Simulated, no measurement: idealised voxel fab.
Process module, titled voxel wiring stack
For reference, the cross-section in this document is cut, with width 230 nm and square cells of 5 nm.
Cross-section format: a grid of square cells, given as bands from top to bottom; each band is one or more rows of cells. Heights first: top, then bottom, in nm. Then materials, left to right, each with a width in nm. "edge to edge" on a single material: fills the band edge to edge. "empty": empty space. Note: height 0 marks the level under which the wafer is uniformly one material as received. Lowest band unbounded below, written "top 0, no bottom". Width spec "30->40" -> top row of cells at first value, bottom row at second value, equal per-row change in between. Given "nothing changed" for a step, no cell of the cross-section differs between before and after that step. In the "Closed void listing" entry, you get each enclosed empty space of 8 cells or more, one with no open way to the top, written width x height at distance, distance from the left edge, in nm. Formally, on a step line, whatever follows the settings is a remark that the simulator itself makes on the step. The line of a step may include "overlay nm". On a step with a mask, this value is how far to the right of its planned place the mask lay. A negative value means the mask lay to the left.

# Steps planned for the process
1. RECEIVE [material Si]
2. CONFORMAL_DEP [material SiO2] [thk nm 10]
3. DIRECTIONAL_DEP [material TiN] [thk nm 5]
4. DIRECTIONAL_DEP [material W] [thk nm 25]
5. DIRECTIONAL_DEP [material aC] [thk nm 15]
6. PATTERN [tone cover] [mask id METAL_1] [material resist] [width nm 20] [pitch nm 45] [thk nm 35] [overlay nm 0]
7. DIRECTIONAL_ETCH [etch materials aC] [depth nm 15]
8. STRIP [etch materials resist]
9. DIRECTIONAL_ETCH [etch materials W] [depth nm 25]
10. DIRECTIONAL_ETCH [etch materials TiN] [depth nm 5]
11. STRIP [etch materials aC]
12. CONFORMAL_DEP [material SiCN] [thk nm 5]
13. FILL_DEP [material lowk] [thk nm 5]
14. CMP [height nm 40]
15. CONFORMAL_DEP [material SiCN] [thk nm 5]
16. DIRECTIONAL_DEP [material SiO2] [thk nm 25]
17. MASKED_ETCH [tone open] [mask id METAL_2] [width nm 20] [pitch nm 45] [etch materials SiO2] [depth nm 15] [overlay nm 0]
18. PATTERN [tone open] [mask id METAL_2_HOLES] [material resist] [width nm 15] [pitch nm 90] [thk nm 15] [overlay nm 0]
19. DIRECTIONAL_ETCH [etch materials SiO2] [depth nm 10]
20. DIRECTIONAL_ETCH [etch materials SiCN] [depth nm 5]
21. STRIP [etch materials resist]
22. CONFORMAL_DEP [material TiN] [thk nm 5]
23. FILL_DEP [material Cu] [thk nm 5]
24. CMP [height nm 70]
25. CONFORMAL_DEP [material SiCN] [thk nm 5]

# This is the cross-section of the wafer as we received it, i.e. after step 1
* top 0, no bottom = Si edge to edge
* Closed void listing: none

# Run as planned - first of the two wafers cross-sectioned at the end of the module
* top 75, bottom 70 = SiCN edge to edge
* top 70, bottom 60 = SiO2=35  TiN=5  Cu=10  TiN=5  SiO2=25  TiN=5  Cu=10  TiN=5  SiO2=25  TiN=5  Cu=10  TiN=5  SiO2=25  TiN=5  Cu=10  TiN=5  SiO2=40
* top 60, bottom 55 = SiO2=35  TiN=5  Cu=5  TiN=10  SiO2=25  TiN=20  SiO2=25  TiN=5  Cu=5  TiN=10  SiO2=25  TiN=20  SiO2=40
* top 55, bottom 45 = SiO2=35  TiN=5  Cu=5  TiN=5  SiO2=75  TiN=5  Cu=5  TiN=5  SiO2=90
* top 45, bottom 40 = SiCN=35  TiN=15  SiCN=75  TiN=15  SiCN=90
* top 40, bottom 15 = lowk=30  SiCN=5  W=20  SiCN=5  lowk=15  SiCN=5  W=20  SiCN=5  lowk=15  SiCN=5  W=20  SiCN=5  lowk=15  SiCN=5  W=20  SiCN=5  lowk=35
* top 15, bottom 10 = SiCN=35  TiN=20  SiCN=25  TiN=20  SiCN=25  TiN=20  SiCN=25  TiN=20  SiCN=40
* top 10, bottom 0 = SiO2 edge to edge
* top 0, no bottom = Si edge to edge
* Closed void listing: none

# Now the second wafer, cross-sectioned at the end of the module. Nothing different at the start, nothing different in the plan compared with the first, just one mistake when it was actually run
* top 75, bottom 70 = SiCN edge to edge
* top 70, bottom 60 = Cu=45->30  TiN=5->20  SiO2=5  TiN=5  Cu=15  TiN=5  SiO2=20  TiN=5  Cu=30->15  TiN=5->20  SiO2=5  TiN=5  Cu=15  TiN=5  SiO2=20  TiN=5  Cu=35
* top 60, bottom 55 = TiN=35  SiO2=20  TiN=25  SiO2=20  TiN=25  SiO2=20  TiN=25  SiO2=20  TiN=40
* top 55, bottom 45 = SiO2 edge to edge
* top 45, bottom 40 = SiCN edge to edge
* top 40, bottom 15 = lowk=30  SiCN=5  W=20  SiCN=5  lowk=15  SiCN=5  W=20  SiCN=5  lowk=15  SiCN=5  W=20  SiCN=5  lowk=15  SiCN=5  W=20  SiCN=5  lowk=35
* top 15, bottom 10 = SiCN=35  TiN=20  SiCN=25  TiN=20  SiCN=25  TiN=20  SiCN=25  TiN=20  SiCN=40
* top 10, bottom 0 = SiO2 edge to edge
* top 0, no bottom = Si edge to edge
* Closed void listing: none
Where did the run depart from the plan? step 17 ran with different settings than intended, the actual operation and settings being MASKED_ETCH [tone cover] [mask id METAL_2] [width nm 20] [pitch nm 45] [etch materials SiO2] [depth nm 15] [overlay nm 0]
End check, counted in cells, second wafer has more or fewer of these materials than the first: Cu: 28 more, SiCN: 6 more, SiO2: 42 fewer, TiN: 8 more
